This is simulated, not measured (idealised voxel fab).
process module | voxel air gaps
cross-section cut | 215 nm wide | cells 5 nm
A cross-section is a grid of square cells, given in bands from the top down. A band is one or more rows of cells.
Each band's line starts with the height of the band's top and of its bottom, in nm. Then come its materials from left to right, each with its width in nm. One material with "throughout" fills the band from edge to edge. "air" is empty space.
Height 0 is the level under which the wafer as received is all one material. The lowest band goes on downwards, as in "0 down".
A width such as "30 to 40" changes by the same amount from each row of cells to the next, from the band's top row to its bottom row.
"no change" after a step means that no cell of the cross-section changed.
closed voids: empty space of 8 cells or more with no open way to the top, each as width x height at its distance from the left edge, in nm
after a step's settings: what the simulator itself notes on the step
overlay nm, on a step with a mask: how far to the right of its planned place the mask lay; to the left if negative
plan
1 op RECEIVE | material Si
2 op CONFORMAL_DEP | material SiO2 | thk nm 15
3 op CONFORMAL_DEP | material SiCN | thk nm 5
4 op DIRECTIONAL_DEP | material SiO2 | thk nm 30
5 op PATTERN | tone open | mask id LINES | material resist | width nm 15 | pitch nm 45 | thk nm 20 | overlay nm 0
6 op DIRECTIONAL_ETCH | etch materials SiO2 | depth nm 30
7 op STRIP | etch materials resist
8 op CONFORMAL_DEP | material TiN | thk nm 5
9 op FILL_DEP | material W | thk nm 5
10 op CMP | height nm 50
11 op EPI | material Ru | thk nm 10
12 op SELECTIVE_ETCH | etch materials SiO2 | depth nm 40
13 op CONFORMAL_DEP | material SiCN | thk nm 5
as received, after step 1
  0 down: Si throughout
  closed voids: none
first wafer at the end, as planned
  65 to 60: air 15 | SiCN 180 | air 20
  60 to 50: air 15 | SiCN 5 | Ru 35 | SiCN 10 | Ru 35 | SiCN 10 | Ru 35 | SiCN 10 | Ru 35 | SiCN 5 | air 20
  50 to 45: air 15 | SiCN 15 | TiN 5 | W 5 | TiN 5 | SiCN 30 | TiN 5 | W 5 | TiN 5 | SiCN 30 | TiN 5 | W 5 | TiN 5 | SiCN 30 | TiN 5 | W 5 | TiN 5 | SiCN 15 | air 20
  45 to 25: air 25 | SiCN 5 | TiN 5 | W 5 | TiN 5 | SiCN 5 | air 20 | SiCN 5 | TiN 5 | W 5 | TiN 5 | SiCN 5 | air 20 | SiCN 5 | TiN 5 | W 5 | TiN 5 | SiCN 5 | air 20 | SiCN 5 | TiN 5 | W 5 | TiN 5 | SiCN 5 | air 30
  25 to 20: SiCN 30 | TiN 15 | SiCN 30 | TiN 15 | SiCN 30 | TiN 15 | SiCN 30 | TiN 15 | SiCN 35
  20 to 15: SiCN throughout
  15 to 0: SiO2 throughout
  0 down: Si throughout
  closed voids: 20 x 20 at 50; 20 x 20 at 95; 20 x 20 at 140
second wafer at the end: like start, like plan, one mistake
  55 to 15: SiCN throughout
  15 to 0: SiO2 throughout
  0 down: Si throughout
  closed voids: none
what went wrong: step 4 ran as: op DIRECTIONAL_DEP | material SiCN | thk nm 30
at the end the second wafer has, in cells: 56 fewer of Ru | 162 more of SiCN | 52 fewer of TiN | 20 fewer of W
closed voids at the end (first wafer, second wafer): 3, 0
